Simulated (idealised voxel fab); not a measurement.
The following is a process module called voxel air gaps.
The figure presents cross-section cut, which has a width of 300 nm and is divided into square cells with an edge length of 5 nm.
In what follows, cross-sections appear as grids of square cells, described through bands that run from the top down, where every band is one or more rows of cells. Top height, bottom height, nm. Materials left to right, width each, nm. Single material + "full width" = fills band edge to edge. "blank" = empty. For the purposes of this specification, 0 denotes the height below which the wafer in its as-received condition is composed wholly of one material, and the lowermost band, lacking a lower limit, extends downward without end, as expressed in "0 and below". The width entry "30->40" should be interpreted row by row: the top row of cells in the band takes the first number, the bottom row takes the second number, and the change between adjacent rows is uniform throughout. You'll sometimes find "no modifications" written for a step, and that's the way of saying that nowhere in the cross-section did a cell change during that step. Closed empty spaces (no open way to the top) of 8 cells or more are what "Voids, fully enclosed" lists, each as width x height at distance from the left edge, nm for all three. Heads up: the bit after the settings on a step's line is the simulator's remark on that step. overlay nm: how far to the right of its planned place the mask lay on this masked step (negative: to the left).
Intended process steps
1: op RECEIVE | material Si
2: op CONFORMAL_DEP | material SiO2 | thk nm 10
3: op CONFORMAL_DEP | material SiN | thk nm 5
4: op DIRECTIONAL_DEP | material SiO2 | thk nm 35
5: op MASKED_ETCH | tone open | mask id LINES | width nm 15 | pitch nm 40 | etch materials SiO2 | depth nm 35 | overlay nm 0
6: op CONFORMAL_DEP | material TiN | thk nm 5
7: op FILL_DEP | material W | thk nm 10
8: op CMP | height nm 50
9: op EPI | material Ru | thk nm 10
10: op SELECTIVE_ETCH | etch materials SiO2 | depth nm 45
11: op CONFORMAL_DEP | material SiCN | thk nm 5
As received, after step 1
	0 and below = Si full width
	Voids, fully enclosed: none
The module was run from the start shown above using the plan shown above, but one mistake was made doing it; the resulting wafer cross-section is below
	65 down to 60 = blank (65)  SiCN (165)  blank (70)
	60 down to 50 = blank (65)  SiCN (5)  Ru (35)  SiCN (5)  Ru (35)  SiCN (5)  Ru (35)  SiCN (5)  Ru (35)  SiCN (5)  blank (70)
	50 down to 20 = blank (65)  SiCN (5)  Ru (10)  TiN (5)  W (5)  TiN (5)  Ru (10)  SiCN (5)  Ru (10)  TiN (5)  W (5)  TiN (5)  Ru (10)  SiCN (5)  Ru (10)  TiN (5)  W (5)  TiN (5)  Ru (10)  SiCN (5)  Ru (10)  TiN (5)  W (5)  TiN (5)  Ru (10)  SiCN (5)  blank (70)
	20 down to 15 = SiCN (70)  Ru (10)  TiN (15)  Ru (10)  SiCN (5)  Ru (10)  TiN (15)  Ru (10)  SiCN (5)  Ru (10)  TiN (15)  Ru (10)  SiCN (5)  Ru (10)  TiN (15)  Ru (10)  SiCN (75)
	15 down to 10 = SiN full width
	10 down to 0 = SiO2 full width
	0 and below = Si full width
	Voids, fully enclosed: none
Against the plan, the run slipped here: it was found that steps 9 and 10 of the process plan had been performed in exchanged positions
